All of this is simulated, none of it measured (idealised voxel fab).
process module | voxel capacitor over wiring
cross-section cut | 245 nm wide | cells 5 nm
A cross-section is a grid of square cells, given in bands from the top down. A band is one or more rows of cells.
Each band's line starts with the height of the band's top and of its bottom, in nm. Then come its materials from left to right, each with its width in nm. One material with "throughout" fills the band from edge to edge. "air" is empty space.
Height 0 is the level under which the wafer as received is all one material. The lowest band goes on downwards, as in "0 down".
A width such as "30 to 40" changes by the same amount from each row of cells to the next, from the band's top row to its bottom row.
"no change" after a step means that no cell of the cross-section changed.
closed voids: empty space of 8 cells or more with no open way to the top, each as width x height at its distance from the left edge, in nm
after a step's settings: what the simulator itself notes on the step
overlay nm, on a step with a mask: how far to the right of its planned place the mask lay; to the left if negative
plan
1 op RECEIVE | material Si
2 op CONFORMAL_DEP | material SiO2 | thk nm 15
3 op CONFORMAL_DEP | material SiN | thk nm 5
4 op DIRECTIONAL_DEP | material SiO2 | thk nm 20
5 op DIRECTIONAL_DEP | material aC | thk nm 10
6 op PATTERN | tone open | mask id METAL_1 | material resist | width nm 25 | pitch nm 90 | thk nm 25 | overlay nm 0
7 op DIRECTIONAL_ETCH | etch materials aC | depth nm 10
8 op STRIP | etch materials resist
9 op DIRECTIONAL_ETCH | etch materials SiO2 | depth nm 20
10 op DIRECTIONAL_ETCH | etch materials SiN | depth nm 5
11 op STRIP | etch materials aC
12 op CONFORMAL_DEP | material TiN | thk nm 5
13 op FILL_DEP | material W | thk nm 10
14 op CMP | height nm 40
15 op CONFORMAL_DEP | material SiCN | thk nm 5
16 op DIRECTIONAL_DEP | material lowk | thk nm 20
17 op MASKED_ETCH | tone open | mask id PLUG_1 | width nm 15 | etch materials lowk | depth nm 20 | overlay nm 0
18 op MASKED_ETCH | tone open | mask id PLUG_1 | width nm 15 | etch materials SiCN | depth nm 5 | overlay nm 0
19 op CONFORMAL_DEP | material TiN | thk nm 5
20 op FILL_DEP | material W | thk nm 5
21 op CMP | height nm 65
22 op DIRECTIONAL_DEP | material TiN | thk nm 10
23 op DIRECTIONAL_DEP | material HfO2 | thk nm 5
24 op DIRECTIONAL_DEP | material TiN | thk nm 10
25 op DIRECTIONAL_DEP | material aC | thk nm 15
26 op PATTERN | tone cover | mask id UPPER_PLATE | material resist | width nm 70 | thk nm 30 | overlay nm 0
27 op DIRECTIONAL_ETCH | etch materials aC | depth nm 15
28 op STRIP | etch materials resist
29 op DIRECTIONAL_ETCH | etch materials TiN | depth nm 10
30 op DIRECTIONAL_ETCH | etch materials HfO2 | depth nm 5
31 op STRIP | etch materials aC
32 op DIRECTIONAL_DEP | material aC | thk nm 15
33 op PATTERN | tone cover | mask id LOWER_PLATE | material resist | width nm 80 | thk nm 30 | overlay nm 0
34 op DIRECTIONAL_ETCH | etch materials aC | depth nm 15
35 op STRIP | etch materials resist
36 op DIRECTIONAL_ETCH | etch materials TiN | depth nm 10
37 op STRIP | etch materials aC
38 op FILL_DEP | material SiO2 | thk nm 15
39 op CMP | height nm 100
40 op DIRECTIONAL_DEP | material aC | thk nm 15
41 op PATTERN | tone open | mask id PLUG_2 | material resist | width nm 15 | thk nm 35 | overlay nm 0
42 op DIRECTIONAL_ETCH | etch materials aC | depth nm 15
43 op STRIP | etch materials resist
44 op DIRECTIONAL_ETCH | etch materials SiO2 | depth nm 10
45 op STRIP | etch materials aC
46 op CONFORMAL_DEP | material TiN | thk nm 5
47 op FILL_DEP | material Ru | thk nm 10
48 op CMP | height nm 100
49 op CONFORMAL_DEP | material SiN | thk nm 5
first wafer, as planned
as received, after step 1
  0 down: Si throughout
  closed voids: none
after step 2
  15 to 0: SiO2 throughout
  below 0: unchanged
after step 3
  20 to 15: SiN throughout
  below 15: unchanged
after step 4
  40 to 20: SiO2 throughout
  below 20: unchanged
after step 5
  50 to 40: aC throughout
  below 40: unchanged
after step 6
  75 to 50: resist 65 | air 25 | resist 65 | air 25 | resist 65
  below 50: unchanged
after step 7
  65 to 50: resist 65 | air 25 | resist 65 | air 25 | resist 65
  50 to 40: aC 65 | air 25 | aC 65 | air 25 | aC 65
  below 40: unchanged
after step 8
  50 to 40: aC 65 | air 25 | aC 65 | air 25 | aC 65
  below 40: unchanged
after step 9
  50 to 40: aC 65 | air 25 | aC 65 | air 25 | aC 65
  40 to 20: SiO2 65 | air 25 | SiO2 65 | air 25 | SiO2 65
  below 20: unchanged
after step 10
  50 to 40: aC 65 | air 25 | aC 65 | air 25 | aC 65
  40 to 20: SiO2 65 | air 25 | SiO2 65 | air 25 | SiO2 65
  20 to 15: SiN 65 | air 25 | SiN 65 | air 25 | SiN 65
  below 15: unchanged
after step 11
  40 to 20: SiO2 65 | air 25 | SiO2 65 | air 25 | SiO2 65
  below 20: unchanged
after step 12
  45 to 40: TiN 70 | air 15 | TiN 75 | air 15 | TiN 70
  40 to 20: SiO2 65 | TiN 5 | air 15 | TiN 5 | SiO2 65 | TiN 5 | air 15 | TiN 5 | SiO2 65
  20 to 15: SiN 65 | TiN 25 | SiN 65 | TiN 25 | SiN 65
  below 15: unchanged
after step 13
  55 to 45: W throughout
  45 to 40: TiN 70 | W 15 | TiN 75 | W 15 | TiN 70
  40 to 20: SiO2 65 | TiN 5 | W 15 | TiN 5 | SiO2 65 | TiN 5 | W 15 | TiN 5 | SiO2 65
  below 20: unchanged
after step 14
  40 to 20: SiO2 65 | TiN 5 | W 15 | TiN 5 | SiO2 65 | TiN 5 | W 15 | TiN 5 | SiO2 65
  below 20: unchanged
after step 15
  45 to 40: SiCN throughout
  below 40: unchanged
after step 16
  65 to 45: lowk throughout
  below 45: unchanged
after step 17
  65 to 45: lowk 75 | air 15 | lowk 155
  below 45: unchanged
after step 18
  65 to 45: lowk 75 | air 15 | lowk 155
  45 to 40: SiCN 75 | air 15 | SiCN 155
  below 40: unchanged
after step 19
  70 to 65: TiN 80 | air 5 | TiN 160
  65 to 45: lowk 75 | TiN 5 | air 5 | TiN 5 | lowk 155
  45 to 40: SiCN 75 | TiN 15 | SiCN 155
  below 40: unchanged
after step 20
  75 to 70: W throughout
  70 to 65: TiN 80 | W 5 | TiN 160
  65 to 45: lowk 75 | TiN 5 | W 5 | TiN 5 | lowk 155
  below 45: unchanged
after step 21
  65 to 45: lowk 75 | TiN 5 | W 5 | TiN 5 | lowk 155
  below 45: unchanged
after step 22
  75 to 65: TiN throughout
  below 65: unchanged
after step 23
  80 to 75: HfO2 throughout
  below 75: unchanged
after step 24
  90 to 80: TiN throughout
  below 80: unchanged
after step 25
  105 to 90: aC throughout
  below 90: unchanged
after step 26
  135 to 105: air 75 | resist 70 | air 100
  below 105: unchanged
after step 27
  120 to 105: air 75 | resist 70 | air 100
  105 to 90: air 75 | aC 70 | air 100
  below 90: unchanged
after step 28
  105 to 90: air 75 | aC 70 | air 100
  below 90: unchanged
after step 29
  105 to 90: air 75 | aC 70 | air 100
  90 to 80: air 75 | TiN 70 | air 100
  below 80: unchanged
after step 30
  105 to 90: air 75 | aC 70 | air 100
  90 to 80: air 75 | TiN 70 | air 100
  80 to 75: air 75 | HfO2 70 | air 100
  below 75: unchanged
after step 31
  90 to 80: air 75 | TiN 70 | air 100
  below 80: unchanged
after step 32
  105 to 90: air 75 | aC 70 | air 100
  90 to 80: aC 75 | TiN 70 | aC 100
  80 to 75: aC 75 | HfO2 70 | aC 100
  below 75: unchanged
after step 33
  135 to 105: air 70 | resist 80 | air 95
  105 to 90: air 70 | resist 5 | aC 70 | resist 5 | air 95
  below 90: unchanged
after step 34
  120 to 105: air 70 | resist 80 | air 95
  105 to 90: air 70 | resist 5 | aC 70 | resist 5 | air 95
  90 to 80: air 70 | aC 5 | TiN 70 | aC 5 | air 95
  80 to 75: air 70 | aC 5 | HfO2 70 | aC 5 | air 95
  below 75: unchanged
after step 35
  105 to 90: air 75 | aC 70 | air 100
  below 90: unchanged
after step 36
  105 to 90: air 75 | aC 70 | air 100
  90 to 80: air 70 | aC 5 | TiN 70 | aC 5 | air 95
  80 to 75: air 70 | aC 5 | HfO2 70 | aC 5 | air 95
  75 to 65: air 70 | TiN 80 | air 95
  below 65: unchanged
after step 37
  90 to 80: air 75 | TiN 70 | air 100
  80 to 75: air 75 | HfO2 70 | air 100
  below 75: unchanged
after step 38
  105 to 90: SiO2 throughout
  90 to 80: SiO2 75 | TiN 70 | SiO2 100
  80 to 75: SiO2 75 | HfO2 70 | SiO2 100
  75 to 65: SiO2 70 | TiN 80 | SiO2 95
  below 65: unchanged
after step 39
  100 to 90: SiO2 throughout
  below 90: unchanged
after step 40
  115 to 100: aC throughout
  below 100: unchanged
after step 41
  150 to 115: resist 85 | air 15 | resist 145
  below 115: unchanged
after step 42
  135 to 115: resist 85 | air 15 | resist 145
  115 to 100: aC 85 | air 15 | aC 145
  below 100: unchanged
after step 43
  115 to 100: aC 85 | air 15 | aC 145
  below 100: unchanged
after step 44
  115 to 100: aC 85 | air 15 | aC 145
  100 to 90: SiO2 85 | air 15 | SiO2 145
  below 90: unchanged
after step 45
  100 to 90: SiO2 85 | air 15 | SiO2 145
  below 90: unchanged
after step 46
  105 to 100: TiN 90 | air 5 | TiN 150
  100 to 95: SiO2 85 | TiN 5 | air 5 | TiN 5 | SiO2 145
  95 to 90: SiO2 85 | TiN 15 | SiO2 145
  below 90: unchanged
after step 47
  115 to 105: Ru throughout
  105 to 100: TiN 90 | Ru 5 | TiN 150
  100 to 95: SiO2 85 | TiN 5 | Ru 5 | TiN 5 | SiO2 145
  below 95: unchanged
after step 48
  100 to 95: SiO2 85 | TiN 5 | Ru 5 | TiN 5 | SiO2 145
  below 95: unchanged
after step 49
  105 to 100: SiN throughout
  below 100: unchanged
second wafer: like start, like plan, one mistake. Through step 24 it matches the first wafer
when step 25 should have ended
  105 to 80: TiN throughout
  below 80: unchanged
when step 26 should have ended
  135 to 105: air 75 | resist 70 | air 100
  below 105: unchanged
when step 27 should have ended
  120 to 105: air 75 | resist 70 | air 100
  below 105: unchanged
when step 28 should have ended
  105 to 80: TiN throughout
  below 80: unchanged
when step 29 should have ended
  95 to 80: TiN throughout
  below 80: unchanged
when step 30 should have ended: no change
when step 31 should have ended: no change
when step 32 should have ended
  110 to 95: aC throughout
  below 95: unchanged
when step 33 should have ended
  140 to 110: air 70 | resist 80 | air 95
  below 110: unchanged
when step 34 should have ended
  125 to 110: air 70 | resist 80 | air 95
  110 to 95: air 70 | aC 80 | air 95
  below 95: unchanged
when step 35 should have ended
  110 to 95: air 70 | aC 80 | air 95
  below 95: unchanged
when step 36 should have ended
  110 to 95: air 70 | aC 80 | air 95
  95 to 85: air 70 | TiN 80 | air 95
  below 85: unchanged
when step 37 should have ended
  95 to 85: air 70 | TiN 80 | air 95
  below 85: unchanged
when step 38 should have ended
  110 to 95: SiO2 throughout
  95 to 85: SiO2 70 | TiN 80 | SiO2 95
  below 85: unchanged
when step 39 should have ended
  100 to 95: SiO2 throughout
  below 95: unchanged
when step 40 should have ended
  115 to 100: aC throughout
  below 100: unchanged
when step 41 should have ended
  150 to 115: resist 85 | air 15 | resist 145
  below 115: unchanged
when step 42 should have ended
  135 to 115: resist 85 | air 15 | resist 145
  115 to 100: aC 85 | air 15 | aC 145
  below 100: unchanged
when step 43 should have ended
  115 to 100: aC 85 | air 15 | aC 145
  below 100: unchanged
when step 44 should have ended
  115 to 100: aC 85 | air 15 | aC 145
  100 to 95: SiO2 85 | air 15 | SiO2 145
  below 95: unchanged
when step 45 should have ended
  100 to 95: SiO2 85 | air 15 | SiO2 145
  below 95: unchanged
when step 46 should have ended
  105 to 100: TiN 90 | air 5 | TiN 150
  100 to 95: SiO2 85 | TiN 15 | SiO2 145
  below 95: unchanged
when step 47 should have ended
  115 to 105: Ru throughout
  105 to 100: TiN 90 | Ru 5 | TiN 150
  below 100: unchanged
when step 48 should have ended
  100 to 95: SiO2 85 | TiN 15 | SiO2 145
  below 95: unchanged
when step 49 should have ended
  105 to 100: SiN throughout
  below 100: unchanged
what went wrong: step 25 ran as: op DIRECTIONAL_DEP | material TiN | thk nm 15
at the end the second wafer has, in cells: 35 more of HfO2 | 1 fewer of Ru | 151 fewer of SiO2 | 117 more of TiN
